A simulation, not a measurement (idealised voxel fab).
Module name: voxel spacer lines (process module)
This is section cut - it's 300 nm across, gridded in 5 nm square cells.
Each cross-section below is a grid of square cells, stated as bands in top-down order, with one or more rows of cells making up each band.
Each band's line starts with the height of the band's top and of its bottom, in nm. Then come its materials from left to right, each with its width in nm. One material with "edge to edge" fills the band from edge to edge. "air" is empty space.
Basically, 0 is our baseline, since under it the wafer straight out of the box is all one material. The bottom band has no lower end and keeps on going down, so it looks like "from 0 down".
Note: "30 to 40" means the width goes from the first number (top row of the band) to the second number (bottom row) in equal steps per row of cells.
Take "remained unchanged" at face value: in the step it is given for, the cross-section changed in none of its cells.
The label "Closed empty spaces" introduces a list of the empty spaces, 8 cells or larger, that have no open way up to the top; each entry in it reads width x height at distance, where the distance is taken from the left edge and all three are stated in nm.
Whatever follows a step's settings on its line is a remark the simulator itself makes about that step.
A step's line can hold "overlay nm"; with a mask on that step, the setting says how far right of the planned place the mask lay, while a negative setting says it lay to the left.

The following list gives the planned process steps
step 1: RECEIVE with material Si
step 2: CONFORMAL_DEP with material Al2O3, thk nm 10
step 3: DIRECTIONAL_DEP with material polySi, thk nm 15
step 4: DIRECTIONAL_DEP with material aC, thk nm 30
step 5: PATTERN with tone cover, mask id MANDREL, material resist, width nm 15, pitch nm 50, thk nm 40, overlay nm -15
step 6: DIRECTIONAL_ETCH with etch materials aC, depth nm 30
step 7: STRIP with etch materials resist
step 8: CONFORMAL_DEP with material SiO2, thk nm 10
step 9: DIRECTIONAL_ETCH with etch materials SiO2, depth nm 10
step 10: STRIP with etch materials aC
step 11: DIRECTIONAL_ETCH with etch materials polySi, depth nm 15
step 12: STRIP with etch materials SiO2
The plan shows the overlay nm of step 5 as the first wafer had it; this setting differs between the wafers, which start out alike.

This is how the first of several wafers looked in cross-section when it arrived, which is after step 1
from 0 down = Si edge to edge
Closed empty spaces: none

Per wafer, end of module: cells gained (+) or lost (-) per material since receipt, then closed voids
overlay nm -15; +120 Al2O3; +24 polySi; Closed empty spaces: none
overlay nm -10; +120 Al2O3; +24 polySi; Closed empty spaces: none
overlay nm -5; +120 Al2O3; +24 polySi; Closed empty spaces: none
overlay nm 0; +120 Al2O3; +24 polySi; Closed empty spaces: none
overlay nm 5; +120 Al2O3; +24 polySi; Closed empty spaces: none
overlay nm 10; +120 Al2O3; +24 polySi; Closed empty spaces: none
overlay nm 15; +120 Al2O3; +24 polySi; Closed empty spaces: none
